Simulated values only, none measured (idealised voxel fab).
The name of this process module is voxel local oxidation.
Cross-sectional view cut (width: 225 nm; square cell size: 5 nm).
When this document writes out a cross-section, it uses a grid of square cells and lists it as bands, beginning at the top and moving down, with a band standing for one or more rows of cells. Top height, bottom height, nm. Materials left to right, width each, nm. Single material + "full width" = fills band edge to edge. "air" = empty. A quick word on heights: they are counted from 0, and under that level the wafer as it came to us is one material throughout. The lowest band is different from the rest in having no bottom; it simply continues downward, written as in "0 down". You'd read "30..40" like this: the band's top row of cells is as wide as the first number, its bottom row is as wide as the second, and going down, every row changes width by the same amount as the row before did. The cross-section has no changed cell in any step marked "no modifications". Any empty space of 8 cells or more lacking an open way to the top shows up in "Enclosed void catalog" as width x height at distance, distance from the left edge, in nm. What comes after the settings on a step's line is commentary from the simulator itself on that step. The "overlay nm" setting may appear on a step's line; for a step that uses a mask, it gives how far to the right of its planned position the mask lay, and a negative value indicates the left.

So here's the lineup of process steps we planned:
1: RECEIVE,material Si
2: OXIDIZE,depth nm 5
3: CONFORMAL_DEP,material SiN,thk nm 15
4: MASKED_ETCH,tone cover,mask id ACTIVE,width nm 95,etch materials SiN,depth nm 15,overlay nm 0
5: SELECTIVE_ETCH,etch materials SiO2,depth nm 5
6: OXIDIZE,depth nm 15
7: STRIP,etch materials SiN

Cross-sectional view of the wafer in its as-received condition, corresponding to the state after step 1:
  0 down: Si full width
  Enclosed void catalog: none

The first of the two wafers as seen in cross-section once the module was finished; processing followed the plan:
  0 to -5: air 70, SiO2 85, air 70
  -5 to -20: SiO2 85, Si 55, SiO2 85
  -20 down: Si full width
  Enclosed void catalog: none

What the second wafer looks like in cross-section once the module is done. Its start and its plan matched the first wafer's exactly; what differed was one mistake in how it was run:
  15 to 0: air 65, SiN 95, air 65
  0 to -5: air 70, SiO2 85, air 70
  -5 to -20: SiO2 85, Si 55, SiO2 85
  -20 down: Si full width
  Enclosed void catalog: none
Finding, execution versus plan: step 7 from the plan never happened, it was just skipped
Final comparison by cell count, materials where the second wafer has more or fewer than the first: 57 more of SiN
